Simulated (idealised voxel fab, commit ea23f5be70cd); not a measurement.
Process module name: voxel transistor to metal
Square cells of 5 nm make up the cross-section cut, whose width is 210 nm.
For the purposes of this document, a cross-section shall be understood as a grid of square cells, specified as bands listed in top-to-bottom order, each band consisting of one or more rows of cells. Per band: top height and bottom height in nm, followed by the left-to-right materials and their widths in nm; "throughout" marks a single material spanning edge to edge, "air" marks empty space. Height is counted from the level 0, under which the received wafer is composed throughout of one material. The lowest of the bands is not closed at the bottom but continues downward, in the notation "0 and below". A two-number width, for instance "30 to 40", indicates that the width is equal to the first number in the top row of the band and to the second number in the bottom row, and that it changes by a constant amount per row of cells. Any step labelled "nothing was modified" changed none of the cells in the cross-section. The list in "Enclosed void listing" covers empty spaces of 8 cells or more that cannot reach the top through any open way, and it gives each as width x height at distance; the distance is from the left edge, and width, height and distance are in nm. after a step's settings: what the simulator itself notes on the step. overlay nm: for a step with a mask, the amount by which the mask lay right of where it was planned; a negative amount means left of it.

THE FOLLOWING LIST GIVES THE PLANNED PROCESS STEPS
1: RECEIVE (material Si)
2: CONFORMAL_DEP (material SiO2; thk nm 5)
3: CONFORMAL_DEP (material SiN; thk nm 15)
4: DIRECTIONAL_DEP (material aC; thk nm 10)
5: PATTERN (tone cover; mask id ACTIVE; material resist; width nm 105; thk nm 30; overlay nm 0)
6: DIRECTIONAL_ETCH (etch materials aC; depth nm 10)
7: STRIP (etch materials resist)
8: DIRECTIONAL_ETCH (etch materials SiN; depth nm 15)
9: DIRECTIONAL_ETCH (etch materials SiO2; depth nm 5)
10: DIRECTIONAL_ETCH (etch materials Si; depth nm 25)
11: STRIP (etch materials aC)
12: OXIDIZE (depth nm 5)
13: FILL_DEP (material SiO2; thk nm 5)
14: CMP (height nm 20)
15: SELECTIVE_ETCH (etch materials SiO2; depth nm 10)
16: STRIP (etch materials SiN)
17: SELECTIVE_ETCH (etch materials SiO2; depth nm 5)
18: OXIDIZE (depth nm 5)
19: DIRECTIONAL_DEP (material polySi; thk nm 30)
20: DIRECTIONAL_DEP (material SiCN; thk nm 15)
21: MASKED_ETCH (tone cover; mask id GATE; width nm 25; etch materials SiCN; depth nm 25; overlay nm 0)
22: MASKED_ETCH (tone cover; mask id GATE; width nm 25; etch materials polySi; depth nm 40; overlay nm 0)
23: CONFORMAL_DEP (material SiO2; thk nm 5)
24: DIRECTIONAL_ETCH (etch materials SiO2; depth nm 5)
25: CONFORMAL_DEP (material SiN; thk nm 5)
26: DIRECTIONAL_ETCH (etch materials SiN; depth nm 5)
27: DIRECTIONAL_ETCH (etch materials SiO2; depth nm 5)
28: DIRECTIONAL_ETCH (etch materials Si; depth nm 5)
29: EPI (material SiGe; thk nm 5)
30: FILL_DEP (material SiO2; thk nm 5)
31: CMP (height nm 30)
32: STRIP (etch materials polySi)
33: SELECTIVE_ETCH (etch materials SiO2; depth nm 5)
34: CONFORMAL_DEP (material HfO2; thk nm 5)
35: CONFORMAL_DEP (material TiN; thk nm 5)
36: FILL_DEP (material W; thk nm 10)
37: CMP (height nm 25)
38: DIRECTIONAL_DEP (material SiO2; thk nm 15)
39: DIRECTIONAL_DEP (material aC; thk nm 15)
40: PATTERN (tone open; mask id CONTACT; material resist; width nm 20; pitch nm 75; thk nm 30; overlay nm 0)
41: DIRECTIONAL_ETCH (etch materials aC; depth nm 15)
42: STRIP (etch materials resist)
43: DIRECTIONAL_ETCH (etch materials SiO2; depth nm 45)
44: STRIP (etch materials aC)
45: CONFORMAL_DEP (material TiN; thk nm 5)
46: FILL_DEP (material W; thk nm 5)
47: CMP (height nm 40)
48: CONFORMAL_DEP (material SiN; thk nm 5)
49: DIRECTIONAL_DEP (material SiO2; thk nm 15)
50: MASKED_ETCH (tone open; mask id METAL_1; width nm 20; pitch nm 75; etch materials SiO2; depth nm 15; overlay nm 0)
51: MASKED_ETCH (tone open; mask id METAL_1; width nm 20; pitch nm 75; etch materials SiN; depth nm 5; overlay nm 0)
52: CONFORMAL_DEP (material TiN; thk nm 5)
53: FILL_DEP (material Cu; thk nm 5)
54: CMP (height nm 60)
55: EPI (material Ru; thk nm 5)
56: FILL_DEP (material SiCN; thk nm 5)

THE CROSS-SECTION HERE SHOWS THE WAFER AS RECEIVED, I.E. IN ITS STATE AFTER STEP 1
	0 and below = Si throughout
	Enclosed void listing: none

END-OF-MODULE CROSS-SECTION. STARTING STRUCTURE AND PROCESS PLAN AS ABOVE; ONE MISTAKE MADE IN RUNNING IT
	70 down to 65 = SiCN throughout
	65 down to 60 = SiCN: 50 / Ru: 30 / SiCN: 45 / Ru: 30 / SiCN: 55
	60 down to 45 = SiO2: 55 / TiN: 5 / Cu: 10 / TiN: 5 / SiO2: 55 / TiN: 5 / Cu: 10 / TiN: 5 / SiO2: 60
	45 down to 40 = SiN: 55 / TiN: 20 / SiN: 55 / TiN: 20 / SiN: 60
	40 down to 25 = SiO2: 55 / TiN: 5 / W: 10 / TiN: 5 / SiO2: 55 / TiN: 5 / W: 10 / TiN: 5 / SiO2: 60
	25 down to 5 = SiO2: 55 / TiN: 5 / W: 10 / TiN: 5 / SiO2: 5 / SiN: 5 / TiN: 5 / HfO2: 5 / W: 15 / HfO2: 5 / TiN: 5 / SiN: 5 / SiO2: 5 / TiN: 5 / W: 10 / TiN: 5 / SiO2: 60
	5 down to 0 = SiO2: 50 / SiN: 5 / TiN: 5 / W: 10 / TiN: 5 / SiO2: 5 / SiN: 5 / TiN: 5 / HfO2: 25 / TiN: 5 / SiN: 5 / SiO2: 5 / TiN: 5 / W: 10 / TiN: 5 / SiN: 5 / SiO2: 55
	0 down to -5 = SiO2: 55 / TiN: 20 / SiGe: 5 / SiO2: 5 / TiN: 35 / SiO2: 5 / SiGe: 5 / TiN: 20 / SiO2: 60
	-5 down to -10 = SiO2: 55 / SiGe: 25 / Si: 45 / SiGe: 25 / SiO2: 60
	-10 down to -30 = SiO2: 55 / Si: 95 / SiO2: 60
	-30 and below = Si throughout
	Enclosed void listing: none
What broke from the plan during processing? contrary to the plan, steps 34 and 35 were processed in exchanged order
